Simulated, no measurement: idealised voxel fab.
process module | voxel released beams
cross-section cut | 290 nm wide | cells 5 nm
A cross-section is a grid of square cells, given in bands from the top down. A band is one or more rows of cells.
Each band's line starts with the height of the band's top and of its bottom, in nm. Then come its materials from left to right, each with its width in nm. One material with "throughout" fills the band from edge to edge. "air" is empty space.
Height 0 is the level under which the wafer as received is all one material. The lowest band goes on downwards, as in "0 down".
A width such as "30 to 40" changes by the same amount from each row of cells to the next, from the band's top row to its bottom row.
"no change" after a step means that no cell of the cross-section changed.
closed voids: empty space of 8 cells or more with no open way to the top, each as width x height at its distance from the left edge, in nm
after a step's settings: what the simulator itself notes on the step
overlay nm, on a step with a mask: how far to the right of its planned place the mask lay; to the left if negative
plan
1 op RECEIVE | material Si
2 op CONFORMAL_DEP | material SiN | thk nm 10
3 op DIRECTIONAL_DEP | material SiO2 | thk nm 10
4 op PATTERN | tone open | mask id ANCHOR | material resist | width nm 45 | thk nm 15 | overlay nm 0
5 op DIRECTIONAL_ETCH | etch materials SiO2 | depth nm 10
6 op STRIP | etch materials resist
7 op CONFORMAL_DEP | material polySi | thk nm 15
8 op MASKED_ETCH | tone cover | mask id BEAM | width nm 105 | etch materials polySi | depth nm 15 | overlay nm 0
9 op STRIP | etch materials SiO2
first wafer, as planned
as received, after step 1
  0 down: Si throughout
  closed voids: none
after step 2
  10 to 0: SiN throughout
  below 0: unchanged
after step 3
  20 to 10: SiO2 throughout
  below 10: unchanged
after step 4
  35 to 20: resist 95 | air 45 | resist 150
  below 20: unchanged
after step 5
  35 to 20: resist 95 | air 45 | resist 150
  20 to 10: SiO2 95 | air 45 | SiO2 150
  below 10: unchanged
after step 6
  20 to 10: SiO2 95 | air 45 | SiO2 150
  below 10: unchanged
after step 7
  35 to 25: polySi 110 | air 15 | polySi 165
  25 to 20: polySi throughout
  20 to 10: SiO2 95 | polySi 45 | SiO2 150
  below 10: unchanged
after step 8
  35 to 25: air 90 | polySi 20 | air 15 | polySi 70 | air 95
  25 to 20: air 90 | polySi 105 | air 95
  below 20: unchanged
after step 9
  35 to 25: air 90 | polySi 20 | air 15 | polySi 70 | air 95
  25 to 20: air 90 | polySi 105 | air 95
  20 to 10: air 95 | polySi 45 | air 150
  below 10: unchanged
second wafer: like start, like plan, one mistake. Through step 5 it matches the first wafer
when step 6 should have ended
  0 down: Si throughout
when step 7 should have ended
  15 to 0: polySi throughout
  below 0: unchanged
when step 8 should have ended
  15 to 0: air 90 | polySi 105 | air 95
  below 0: unchanged
when step 9 should have ended: no change
what went wrong: step 6 ran as: op STRIP | etch materials SiN
at the end the second wafer has, in cells: 116 fewer of SiN | 12 fewer of polySi
